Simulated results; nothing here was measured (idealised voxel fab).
A process module follows: voxel wiring stack.
FYI the section here is cut, 205 nm wide, cells are 5 nm squares.
Notation: cross-section as square-cell grid; stated in bands, top first, going down; one or more cell rows per band. Heights first: top, then bottom, in nm. Then materials, left to right, each with a width in nm. "throughout" on a single material: fills the band edge to edge. "empty": empty space. Heights from 0 (as-received wafer is one material below). Bottom band endless downward, as "0 -> down". Per-row width for "30->40": begins at first number (top row of band), ends at second number (bottom row), increment between rows held constant. The cross-section has no changed cell in any step marked "no change occurred". Entry "Closed voids list" = empty spaces >= 8 cells with no open way to the top; each as width x height at distance, distance from left edge, all nm. Past the settings on a step's line: simulator remark, on that step. The setting "overlay nm" may be written on the line of a step. When the step uses a mask, the value reports how far to the right of the planned place the mask lay, and a negative value reports that it lay to the left.
Here's what the planned process steps look like
| 1 | RECEIVE, material Si |
| 2 | CONFORMAL_DEP, material SiO2, thk nm 15 |
| 3 | DIRECTIONAL_DEP, material TiN, thk nm 5 |
| 4 | DIRECTIONAL_DEP, material W, thk nm 25 |
| 5 | DIRECTIONAL_DEP, material aC, thk nm 15 |
| 6 | PATTERN, tone cover, mask id METAL_1, material resist, width nm 20, pitch nm 40, thk nm 30, overlay nm 0 |
| 7 | DIRECTIONAL_ETCH, etch materials aC, depth nm 15 |
| 8 | STRIP, etch materials resist |
| 9 | DIRECTIONAL_ETCH, etch materials W, depth nm 25 |
| 10 | DIRECTIONAL_ETCH, etch materials TiN, depth nm 5 |
| 11 | STRIP, etch materials aC |
| 12 | CONFORMAL_DEP, material SiCN, thk nm 5 |
| 13 | FILL_DEP, material SiO2, thk nm 5 |
| 14 | CMP, height nm 45 |
| 15 | CONFORMAL_DEP, material SiCN, thk nm 5 |
| 16 | DIRECTIONAL_DEP, material lowk, thk nm 30 |
| 17 | MASKED_ETCH, tone open, mask id METAL_2_HOLES, width nm 15, pitch nm 80, etch materials lowk, depth nm 30, overlay nm 0 |
| 18 | PATTERN, tone open, mask id METAL_2, material resist, width nm 20, pitch nm 40, thk nm 20, overlay nm 0 |
| 19 | DIRECTIONAL_ETCH, etch materials lowk, depth nm 15 |
| 20 | DIRECTIONAL_ETCH, etch materials SiCN, depth nm 5 |
| 21 | STRIP, etch materials resist |
| 22 | CONFORMAL_DEP, material TiN, thk nm 5 |
| 23 | FILL_DEP, material Cu, thk nm 5 |
| 24 | CMP, height nm 80 |
| 25 | CONFORMAL_DEP, material SiCN, thk nm 5 |
| 26 | DIRECTIONAL_DEP, material SiO2, thk nm 30 |
| 27 | MASKED_ETCH, tone open, mask id METAL_3, width nm 20, pitch nm 40, etch materials SiO2, depth nm 15, overlay nm 0 |
| 28 | MASKED_ETCH, tone open, mask id METAL_3_HOLES, width nm 15, pitch nm 80, etch materials SiO2, depth nm 15, overlay nm 0 |
| 29 | MASKED_ETCH, tone open, mask id METAL_3_HOLES, width nm 15, pitch nm 80, etch materials SiCN, depth nm 5, overlay nm 0 |
| 30 | CONFORMAL_DEP, material TiN, thk nm 5 |
| 31 | FILL_DEP, material Ru, thk nm 5 |
| 32 | CMP, height nm 115 |
| 33 | CONFORMAL_DEP, material SiCN, thk nm 5 |
| 34 | DIRECTIONAL_DEP, material SiO2, thk nm 25 |
| 35 | MASKED_ETCH, tone open, mask id METAL_4, width nm 20, pitch nm 40, etch materials SiO2, depth nm 15, overlay nm 0 |
| 36 | PATTERN, tone open, mask id METAL_4_HOLES, material resist, width nm 15, pitch nm 80, thk nm 20, overlay nm 0 |
| 37 | DIRECTIONAL_ETCH, etch materials SiO2, depth nm 10 |
| 38 | DIRECTIONAL_ETCH, etch materials SiCN, depth nm 5 |
| 39 | STRIP, etch materials resist |
| 40 | CONFORMAL_DEP, material TiN, thk nm 5 |
| 41 | FILL_DEP, material Ru, thk nm 10 |
| 42 | CMP, height nm 145 |
| 43 | CONFORMAL_DEP, material SiN, thk nm 5 |
first wafer, as planned
Here's what the wafer looked like in cross-section when it arrived - that's after step 1
    0 -> down | Si throughout
    Closed voids list: none
Cross-section through the wafer, step 2 finished
    15 -> 0 | SiO2 throughout
    Heights below 0 show no change.
Cross-section through the wafer, step 3 finished
    20 -> 15 | TiN throughout
    Heights below 15 show no change.
Cross-section through the wafer, step 4 finished
    45 -> 20 | W throughout
    Heights below 20 show no change.
Cross-section through the wafer, step 5 finished
    60 -> 45 | aC throughout
    Heights below 45 show no change.
Cross-section through the wafer, step 6 finished
    90 -> 60 | 30 of empty / 20 of resist / 20 of empty / 20 of resist / 20 of empty / 20 of resist / 20 of empty / 20 of resist / 35 of empty
    Heights below 60 show no change.
Cross-section through the wafer, step 7 finished
    75 -> 60 | 30 of empty / 20 of resist / 20 of empty / 20 of resist / 20 of empty / 20 of resist / 20 of empty / 20 of resist / 35 of empty
    60 -> 45 | 30 of empty / 20 of aC / 20 of empty / 20 of aC / 20 of empty / 20 of aC / 20 of empty / 20 of aC / 35 of empty
    Heights below 45 show no change.
Cross-section through the wafer, step 8 finished
    60 -> 45 | 30 of empty / 20 of aC / 20 of empty / 20 of aC / 20 of empty / 20 of aC / 20 of empty / 20 of aC / 35 of empty
    Heights below 45 show no change.
Cross-section through the wafer, step 9 finished
    60 -> 45 | 30 of empty / 20 of aC / 20 of empty / 20 of aC / 20 of empty / 20 of aC / 20 of empty / 20 of aC / 35 of empty
    45 -> 20 | 30 of empty / 20 of W / 20 of empty / 20 of W / 20 of empty / 20 of W / 20 of empty / 20 of W / 35 of empty
    Heights below 20 show no change.
Cross-section through the wafer, step 10 finished
    60 -> 45 | 30 of empty / 20 of aC / 20 of empty / 20 of aC / 20 of empty / 20 of aC / 20 of empty / 20 of aC / 35 of empty
    45 -> 20 | 30 of empty / 20 of W / 20 of empty / 20 of W / 20 of empty / 20 of W / 20 of empty / 20 of W / 35 of empty
    20 -> 15 | 30 of empty / 20 of TiN / 20 of empty / 20 of TiN / 20 of empty / 20 of TiN / 20 of empty / 20 of TiN / 35 of empty
    Heights below 15 show no change.
Cross-section through the wafer, step 11 finished
    45 -> 20 | 30 of empty / 20 of W / 20 of empty / 20 of W / 20 of empty / 20 of W / 20 of empty / 20 of W / 35 of empty
    Heights below 20 show no change.
Cross-section through the wafer, step 12 finished
    50 -> 45 | 25 of empty / 30 of SiCN / 10 of empty / 30 of SiCN / 10 of empty / 30 of SiCN / 10 of empty / 30 of SiCN / 30 of empty
    45 -> 20 | 25 of empty / 5 of SiCN / 20 of W / 5 of SiCN / 10 of empty / 5 of SiCN / 20 of W / 5 of SiCN / 10 of empty / 5 of SiCN / 20 of W / 5 of SiCN / 10 of empty / 5 of SiCN / 20 of W / 5 of SiCN / 30 of empty
    20 -> 15 | 30 of SiCN / 20 of TiN / 20 of SiCN / 20 of TiN / 20 of SiCN / 20 of TiN / 20 of SiCN / 20 of TiN / 35 of SiCN
    Heights below 15 show no change.
Cross-section through the wafer, step 13 finished
    55 -> 50 | SiO2 throughout
    50 -> 45 | 25 of SiO2 / 30 of SiCN / 10 of SiO2 / 30 of SiCN / 10 of SiO2 / 30 of SiCN / 10 of SiO2 / 30 of SiCN / 30 of SiO2
    45 -> 20 | 25 of SiO2 / 5 of SiCN / 20 of W / 5 of SiCN / 10 of SiO2 / 5 of SiCN / 20 of W / 5 of SiCN / 10 of SiO2 / 5 of SiCN / 20 of W / 5 of SiCN / 10 of SiO2 / 5 of SiCN / 20 of W / 5 of SiCN / 30 of SiO2
    Heights below 20 show no change.
Cross-section through the wafer, step 14 finished
    45 -> 20 | 25 of SiO2 / 5 of SiCN / 20 of W / 5 of SiCN / 10 of SiO2 / 5 of SiCN / 20 of W / 5 of SiCN / 10 of SiO2 / 5 of SiCN / 20 of W / 5 of SiCN / 10 of SiO2 / 5 of SiCN / 20 of W / 5 of SiCN / 30 of SiO2
    Heights below 20 show no change.
Cross-section through the wafer, step 15 finished
    50 -> 45 | SiCN throughout
    Heights below 45 show no change.
Cross-section through the wafer, step 16 finished
    80 -> 50 | lowk throughout
    Heights below 50 show no change.
Cross-section through the wafer, step 17 finished
    80 -> 50 | 30 of lowk / 15 of empty / 65 of lowk / 15 of empty / 80 of lowk
    Heights below 50 show no change.
Cross-section through the wafer, step 18 finished
    100 -> 80 | 30 of resist / 20 of empty / 20 of resist / 20 of empty / 20 of resist / 20 of empty / 20 of resist / 20 of empty / 35 of resist
    Heights below 80 show no change.
Cross-section through the wafer, step 19 finished
    100 -> 80 | 30 of resist / 20 of empty / 20 of resist / 20 of empty / 20 of resist / 20 of empty / 20 of resist / 20 of empty / 35 of resist
    80 -> 65 | 30 of lowk / 20 of empty / 20 of lowk / 20 of empty / 20 of lowk / 20 of empty / 20 of lowk / 20 of empty / 35 of lowk
    Heights below 65 show no change.
Cross-section through the wafer, step 20 finished
    100 -> 80 | 30 of resist / 20 of empty / 20 of resist / 20 of empty / 20 of resist / 20 of empty / 20 of resist / 20 of empty / 35 of resist
    80 -> 65 | 30 of lowk / 20 of empty / 20 of lowk / 20 of empty / 20 of lowk / 20 of empty / 20 of lowk / 20 of empty / 35 of lowk
    65 -> 50 | 30 of lowk / 15 of empty / 65 of lowk / 15 of empty / 80 of lowk
    50 -> 45 | 30 of SiCN / 15 of empty / 65 of SiCN / 15 of empty / 80 of SiCN
    Heights below 45 show no change.
Cross-section through the wafer, step 21 finished
    80 -> 65 | 30 of lowk / 20 of empty / 20 of lowk / 20 of empty / 20 of lowk / 20 of empty / 20 of lowk / 20 of empty / 35 of lowk
    Heights below 65 show no change.
Cross-section through the wafer, step 22 finished
    85 -> 80 | 35 of TiN / 10 of empty / 30 of TiN / 10 of empty / 30 of TiN / 10 of empty / 30 of TiN / 10 of empty / 40 of TiN
    80 -> 70 | 30 of lowk / 5 of TiN / 10 of empty / 5 of TiN / 20 of lowk / 5 of TiN / 10 of empty / 5 of TiN / 20 of lowk / 5 of TiN / 10 of empty / 5 of TiN / 20 of lowk / 5 of TiN / 10 of empty / 5 of TiN / 35 of lowk
    70 -> 65 | 30 of lowk / 5 of TiN / 5 of empty / 10 of TiN / 20 of lowk / 20 of TiN / 20 of lowk / 5 of TiN / 5 of empty / 10 of TiN / 20 of lowk / 20 of TiN / 35 of lowk
    65 -> 50 | 30 of lowk / 5 of TiN / 5 of empty / 5 of TiN / 65 of lowk / 5 of TiN / 5 of empty / 5 of TiN / 80 of lowk
    50 -> 45 | 30 of SiCN / 15 of TiN / 65 of SiCN / 15 of TiN / 80 of SiCN
    Heights below 45 show no change.
Cross-section through the wafer, step 23 finished
    90 -> 85 | Cu throughout
    85 -> 80 | 35 of TiN / 10 of Cu / 30 of TiN / 10 of Cu / 30 of TiN / 10 of Cu / 30 of TiN / 10 of Cu / 40 of TiN
    80 -> 70 | 30 of lowk / 5 of TiN / 10 of Cu / 5 of TiN / 20 of lowk / 5 of TiN / 10 of Cu / 5 of TiN / 20 of lowk / 5 of TiN / 10 of Cu / 5 of TiN / 20 of lowk / 5 of TiN / 10 of Cu / 5 of TiN / 35 of lowk
    70 -> 65 | 30 of lowk / 5 of TiN / 5 of Cu / 10 of TiN / 20 of lowk / 20 of TiN / 20 of lowk / 5 of TiN / 5 of Cu / 10 of TiN / 20 of lowk / 20 of TiN / 35 of lowk
    65 -> 50 | 30 of lowk / 5 of TiN / 5 of Cu / 5 of TiN / 65 of lowk / 5 of TiN / 5 of Cu / 5 of TiN / 80 of lowk
    Heights below 50 show no change.
Cross-section through the wafer, step 24 finished
    80 -> 70 | 30 of lowk / 5 of TiN / 10 of Cu / 5 of TiN / 20 of lowk / 5 of TiN / 10 of Cu / 5 of TiN / 20 of lowk / 5 of TiN / 10 of Cu / 5 of TiN / 20 of lowk / 5 of TiN / 10 of Cu / 5 of TiN / 35 of lowk
    Heights below 70 show no change.
Cross-section through the wafer, step 25 finished
    85 -> 80 | SiCN throughout
    Heights below 80 show no change.
Cross-section through the wafer, step 26 finished
    115 -> 85 | SiO2 throughout
    Heights below 85 show no change.
Cross-section through the wafer, step 27 finished
    115 -> 100 | 30 of SiO2 / 20 of empty / 20 of SiO2 / 20 of empty / 20 of SiO2 / 20 of empty / 20 of SiO2 / 20 of empty / 35 of SiO2
    Heights below 100 show no change.
Cross-section through the wafer, step 28 finished
    115 -> 100 | 30 of SiO2 / 20 of empty / 20 of SiO2 / 20 of empty / 20 of SiO2 / 20 of empty / 20 of SiO2 / 20 of empty / 35 of SiO2
    100 -> 85 | 30 of SiO2 / 15 of empty / 65 of SiO2 / 15 of empty / 80 of SiO2
    Heights below 85 show no change.
Cross-section through the wafer, step 29 finished
    115 -> 100 | 30 of SiO2 / 20 of empty / 20 of SiO2 / 20 of empty / 20 of SiO2 / 20 of empty / 20 of SiO2 / 20 of empty / 35 of SiO2
    100 -> 85 | 30 of SiO2 / 15 of empty / 65 of SiO2 / 15 of empty / 80 of SiO2
    85 -> 80 | 30 of SiCN / 15 of empty / 65 of SiCN / 15 of empty / 80 of SiCN
    Heights below 80 show no change.
Cross-section through the wafer, step 30 finished
    120 -> 115 | 35 of TiN / 10 of empty / 30 of TiN / 10 of empty / 30 of TiN / 10 of empty / 30 of TiN / 10 of empty / 40 of TiN
    115 -> 105 | 30 of SiO2 / 5 of TiN / 10 of empty / 5 of TiN / 20 of SiO2 / 5 of TiN / 10 of empty / 5 of TiN / 20 of SiO2 / 5 of TiN / 10 of empty / 5 of TiN / 20 of SiO2 / 5 of TiN / 10 of empty / 5 of TiN / 35 of SiO2
    105 -> 100 | 30 of SiO2 / 5 of TiN / 5 of empty / 10 of TiN / 20 of SiO2 / 20 of TiN / 20 of SiO2 / 5 of TiN / 5 of empty / 10 of TiN / 20 of SiO2 / 20 of TiN / 35 of SiO2
    100 -> 85 | 30 of SiO2 / 5 of TiN / 5 of empty / 5 of TiN / 65 of SiO2 / 5 of TiN / 5 of empty / 5 of TiN / 80 of SiO2
    85 -> 80 | 30 of SiCN / 15 of TiN / 65 of SiCN / 15 of TiN / 80 of SiCN
    Heights below 80 show no change.
Cross-section through the wafer, step 31 finished
    125 -> 120 | Ru throughout
    120 -> 115 | 35 of TiN / 10 of Ru / 30 of TiN / 10 of Ru / 30 of TiN / 10 of Ru / 30 of TiN / 10 of Ru / 40 of TiN
    115 -> 105 | 30 of SiO2 / 5 of TiN / 10 of Ru / 5 of TiN / 20 of SiO2 / 5 of TiN / 10 of Ru / 5 of TiN / 20 of SiO2 / 5 of TiN / 10 of Ru / 5 of TiN / 20 of SiO2 / 5 of TiN / 10 of Ru / 5 of TiN / 35 of SiO2
    105 -> 100 | 30 of SiO2 / 5 of TiN / 5 of Ru / 10 of TiN / 20 of SiO2 / 20 of TiN / 20 of SiO2 / 5 of TiN / 5 of Ru / 10 of TiN / 20 of SiO2 / 20 of TiN / 35 of SiO2
    100 -> 85 | 30 of SiO2 / 5 of TiN / 5 of Ru / 5 of TiN / 65 of SiO2 / 5 of TiN / 5 of Ru / 5 of TiN / 80 of SiO2
    Heights below 85 show no change.
Cross-section through the wafer, step 32 finished
    115 -> 105 | 30 of SiO2 / 5 of TiN / 10 of Ru / 5 of TiN / 20 of SiO2 / 5 of TiN / 10 of Ru / 5 of TiN / 20 of SiO2 / 5 of TiN / 10 of Ru / 5 of TiN / 20 of SiO2 / 5 of TiN / 10 of Ru / 5 of TiN / 35 of SiO2
    Heights below 105 show no change.
Cross-section through the wafer, step 33 finished
    120 -> 115 | SiCN throughout
    Heights below 115 show no change.
Cross-section through the wafer, step 34 finished
    145 -> 120 | SiO2 throughout
    Heights below 120 show no change.
Cross-section through the wafer, step 35 finished
    145 -> 130 | 30 of SiO2 / 20 of empty / 20 of SiO2 / 20 of empty / 20 of SiO2 / 20 of empty / 20 of SiO2 / 20 of empty / 35 of SiO2
    Heights below 130 show no change.
Cross-section through the wafer, step 36 finished
    165 -> 145 | 30 of resist / 15 of empty / 65 of resist / 15 of empty / 80 of resist
    145 -> 130 | 30 of SiO2 / 15 of empty / 5 of resist / 20 of SiO2 / 20 of resist / 20 of SiO2 / 15 of empty / 5 of resist / 20 of SiO2 / 20 of resist / 35 of SiO2
    Heights below 130 show no change.
Cross-section through the wafer, step 37 finished
    165 -> 145 | 30 of resist / 15 of empty / 65 of resist / 15 of empty / 80 of resist
    145 -> 130 | 30 of SiO2 / 15 of empty / 5 of resist / 20 of SiO2 / 20 of resist / 20 of SiO2 / 15 of empty / 5 of resist / 20 of SiO2 / 20 of resist / 35 of SiO2
    130 -> 120 | 30 of SiO2 / 15 of empty / 65 of SiO2 / 15 of empty / 80 of SiO2
    Heights below 120 show no change.
Cross-section through the wafer, step 38 finished
    165 -> 145 | 30 of resist / 15 of empty / 65 of resist / 15 of empty / 80 of resist
    145 -> 130 | 30 of SiO2 / 15 of empty / 5 of resist / 20 of SiO2 / 20 of resist / 20 of SiO2 / 15 of empty / 5 of resist / 20 of SiO2 / 20 of resist / 35 of SiO2
    130 -> 120 | 30 of SiO2 / 15 of empty / 65 of SiO2 / 15 of empty / 80 of SiO2
    120 -> 115 | 30 of SiCN / 15 of empty / 65 of SiCN / 15 of empty / 80 of SiCN
    Heights below 115 show no change.
Cross-section through the wafer, step 39 finished
    145 -> 130 | 30 of SiO2 / 20 of empty / 20 of SiO2 / 20 of empty / 20 of SiO2 / 20 of empty / 20 of SiO2 / 20 of empty / 35 of SiO2
    Heights below 130 show no change.
Cross-section through the wafer, step 40 finished
    150 -> 145 | 35 of TiN / 10 of empty / 30 of TiN / 10 of empty / 30 of TiN / 10 of empty / 30 of TiN / 10 of empty / 40 of TiN
    145 -> 135 | 30 of SiO2 / 5 of TiN / 10 of empty / 5 of TiN / 20 of SiO2 / 5 of TiN / 10 of empty / 5 of TiN / 20 of SiO2 / 5 of TiN / 10 of empty / 5 of TiN / 20 of SiO2 / 5 of TiN / 10 of empty / 5 of TiN / 35 of SiO2
    135 -> 130 | 30 of SiO2 / 5 of TiN / 5 of empty / 10 of TiN / 20 of SiO2 / 20 of TiN / 20 of SiO2 / 5 of TiN / 5 of empty / 10 of TiN / 20 of SiO2 / 20 of TiN / 35 of SiO2
    130 -> 120 | 30 of SiO2 / 5 of TiN / 5 of empty / 5 of TiN / 65 of SiO2 / 5 of TiN / 5 of empty / 5 of TiN / 80 of SiO2
    120 -> 115 | 30 of SiCN / 15 of TiN / 65 of SiCN / 15 of TiN / 80 of SiCN
    Heights below 115 show no change.
Cross-section through the wafer, step 41 finished
    160 -> 150 | Ru throughout
    150 -> 145 | 35 of TiN / 10 of Ru / 30 of TiN / 10 of Ru / 30 of TiN / 10 of Ru / 30 of TiN / 10 of Ru / 40 of TiN
    145 -> 135 | 30 of SiO2 / 5 of TiN / 10 of Ru / 5 of TiN / 20 of SiO2 / 5 of TiN / 10 of Ru / 5 of TiN / 20 of SiO2 / 5 of TiN / 10 of Ru / 5 of TiN / 20 of SiO2 / 5 of TiN / 10 of Ru / 5 of TiN / 35 of SiO2
    135 -> 130 | 30 of SiO2 / 5 of TiN / 5 of Ru / 10 of TiN / 20 of SiO2 / 20 of TiN / 20 of SiO2 / 5 of TiN / 5 of Ru / 10 of TiN / 20 of SiO2 / 20 of TiN / 35 of SiO2
    130 -> 120 | 30 of SiO2 / 5 of TiN / 5 of Ru / 5 of TiN / 65 of SiO2 / 5 of TiN / 5 of Ru / 5 of TiN / 80 of SiO2
    Heights below 120 show no change.
Cross-section through the wafer, step 42 finished
    145 -> 135 | 30 of SiO2 / 5 of TiN / 10 of Ru / 5 of TiN / 20 of SiO2 / 5 of TiN / 10 of Ru / 5 of TiN / 20 of SiO2 / 5 of TiN / 10 of Ru / 5 of TiN / 20 of SiO2 / 5 of TiN / 10 of Ru / 5 of TiN / 35 of SiO2
    Heights below 135 show no change.
Cross-section through the wafer, step 43 finished
    150 -> 145 | SiN throughout
    Heights below 145 show no change.
Okay, second wafer. Nothing different at the start, nothing different in the plan, just one mistake somewhere in the running. As far as step 32, counting that step, it's the first wafer all over again
Cross-section of the second wafer when, according to plan, step 33 should have finished
    140 -> 115 | SiO2 throughout
    Heights below 115 show no change.
Cross-section of the second wafer when, according to plan, step 34 should have finished
    145 -> 140 | SiCN throughout
    Heights below 140 show no change.
Cross-section of the second wafer when, according to plan, step 35 should have finished: no change occurred
Cross-section of the second wafer when, according to plan, step 36 should have finished
    165 -> 145 | 30 of resist / 15 of empty / 65 of resist / 15 of empty / 80 of resist
    Heights below 145 show no change.
Cross-section of the second wafer when, according to plan, step 37 should have finished: no change occurred
Cross-section of the second wafer when, according to plan, step 38 should have finished
    165 -> 145 | 30 of resist / 15 of empty / 65 of resist / 15 of empty / 80 of resist
    145 -> 140 | 30 of SiCN / 15 of empty / 65 of SiCN / 15 of empty / 80 of SiCN
    Heights below 140 show no change.
Cross-section of the second wafer when, according to plan, step 39 should have finished
    145 -> 140 | 30 of SiCN / 15 of empty / 65 of SiCN / 15 of empty / 80 of SiCN
    Heights below 140 show no change.
Cross-section of the second wafer when, according to plan, step 40 should have finished
    150 -> 145 | 35 of TiN / 5 of empty / 75 of TiN / 5 of empty / 85 of TiN
    145 -> 140 | 30 of SiCN / 15 of TiN / 65 of SiCN / 15 of TiN / 80 of SiCN
    Heights below 140 show no change.
Cross-section of the second wafer when, according to plan, step 41 should have finished
    160 -> 150 | Ru throughout
    150 -> 145 | 35 of TiN / 5 of Ru / 75 of TiN / 5 of Ru / 85 of TiN
    Heights below 145 show no change.
Cross-section of the second wafer when, according to plan, step 42 should have finished
    145 -> 140 | 30 of SiCN / 15 of TiN / 65 of SiCN / 15 of TiN / 80 of SiCN
    Heights below 140 show no change.
Cross-section of the second wafer when, according to plan, step 43 should have finished
    150 -> 145 | SiN throughout
    Heights below 145 show no change.
Diagnosis: the intended sequence of steps 33 and 34 was reversed during processing, with each occupying the position of the other
Upon completion, the second wafer contains, in terms of cells, a greater or smaller amount of certain materials than the first wafer: 22 fewer of Ru; 60 more of SiO2; 38 fewer of TiN
